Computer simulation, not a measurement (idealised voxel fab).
Herein follows the process module entitled voxel ribs on slabs.
Cross-sectional view cut (width: 235 nm; square cell size: 5 nm).
Square cells in a grid make up a cross-section in this document, and the grid is given as bands, listed from the top down, each one or more rows of cells. Basically the band line says how high the top is and how high the bottom is, in nm, and then what's in it from left to right, every material with its width in nm. Empty space shows up as "blank", and if a single material carries "all across" it runs the full band edge to edge. Heads up on the height convention: 0 is the point under which the incoming wafer is all one material, and the lowest band has no bottom, it just keeps going down, like "0..down". The width entry "30..40" should be interpreted row by row: the top row of cells in the band takes the first number, the bottom row takes the second number, and the change between adjacent rows is uniform throughout. "nothing different" after a step means that no cell of the cross-section changed. What "Cavities, closed" gives you is every empty space of 8 cells or more that is cut off from the top. Each appears as width x height at distance, with the distance taken from the left edge and width, height and distance all in nm. Text after the settings on a step's line: the simulator's own remark on that step. When a step includes a mask, the "overlay nm" setting on its line states how far to the right of its planned place that mask lay, and negative values state how far to the left.
**Process steps (planned)**
1. RECEIVE: material Si
2. DIRECTIONAL_DEP: material SiO2, thk nm 25
3. DIRECTIONAL_DEP: material polySi, thk nm 25
4. DIRECTIONAL_DEP: material aC, thk nm 15
5. PATTERN: tone cover, mask id RIB, material resist, width nm 20, thk nm 30, overlay nm 0
6. DIRECTIONAL_ETCH: etch materials aC, depth nm 15
7. STRIP: etch materials resist
8. DIRECTIONAL_ETCH: etch materials polySi, depth nm 15
9. STRIP: etch materials aC
10. PATTERN: tone cover, mask id SLAB, material resist, width nm 60, thk nm 20, overlay nm 0
11. DIRECTIONAL_ETCH: etch materials polySi, depth nm 10
12. STRIP: etch materials resist
13. FILL_DEP: material SiO2, thk nm 20
14. CMP: height nm 65
15. DIRECTIONAL_DEP: material W, thk nm 10
16. MASKED_ETCH: tone cover, mask id HEATER, width nm 30, etch materials W, depth nm 10, overlay nm 0
17. CONFORMAL_DEP: material SiN, thk nm 10
**Concerning the first of two wafers, which was run in accordance with the plan**
**Incoming wafer in cross-section (state: after step 1)**
> 0..down  Si all across
> Cavities, closed: none
**How the wafer stands in section after step 2**
> 25..0  SiO2 all across
> Rest of section, below 0: as before.
**How the wafer stands in section after step 3**
> 50..25  polySi all across
> Rest of section, below 25: as before.
**How the wafer stands in section after step 4**
> 65..50  aC all across
> Rest of section, below 50: as before.
**How the wafer stands in section after step 5**
> 95..65  blank=105, resist=20, blank=110
> Rest of section, below 65: as before.
**How the wafer stands in section after step 6**
> 80..65  blank=105, resist=20, blank=110
> 65..50  blank=105, aC=20, blank=110
> Rest of section, below 50: as before.
**How the wafer stands in section after step 7**
> 65..50  blank=105, aC=20, blank=110
> Rest of section, below 50: as before.
**How the wafer stands in section after step 8**
> 65..50  blank=105, aC=20, blank=110
> 50..35  blank=105, polySi=20, blank=110
> Rest of section, below 35: as before.
**How the wafer stands in section after step 9**
> 50..35  blank=105, polySi=20, blank=110
> Rest of section, below 35: as before.
**How the wafer stands in section after step 10**
> 70..50  blank=85, resist=60, blank=90
> 50..35  blank=85, resist=20, polySi=20, resist=20, blank=90
> Rest of section, below 35: as before.
**How the wafer stands in section after step 11**
> 70..50  blank=85, resist=60, blank=90
> 50..35  blank=85, resist=20, polySi=20, resist=20, blank=90
> 35..25  blank=85, polySi=60, blank=90
> Rest of section, below 25: as before.
**How the wafer stands in section after step 12**
> 50..35  blank=105, polySi=20, blank=110
> Rest of section, below 35: as before.
**How the wafer stands in section after step 13**
> 70..50  SiO2 all across
> 50..35  SiO2=105, polySi=20, SiO2=110
> 35..25  SiO2=85, polySi=60, SiO2=90
> Rest of section, below 25: as before.
**How the wafer stands in section after step 14**
> 65..50  SiO2 all across
> Rest of section, below 50: as before.
**How the wafer stands in section after step 15**
> 75..65  W all across
> Rest of section, below 65: as before.
**How the wafer stands in section after step 16**
> 75..65  blank=100, W=30, blank=105
> Rest of section, below 65: as before.
**How the wafer stands in section after step 17**
> 85..75  blank=90, SiN=50, blank=95
> 75..65  SiN=100, W=30, SiN=105
> Rest of section, below 65: as before.
**second wafer: like start, like plan, one mistake. Through step 16 it matches the first wafer**
Cross-sectional representation of the second wafer at the time designated in the plan for the completion of step 17: nothing different
What went wrong in running the wafer? yeah, step 17 of the plan got skipped, never ran
End check, counted in cells, second wafer has more or fewer of these materials than the first: SiN: 102 fewer
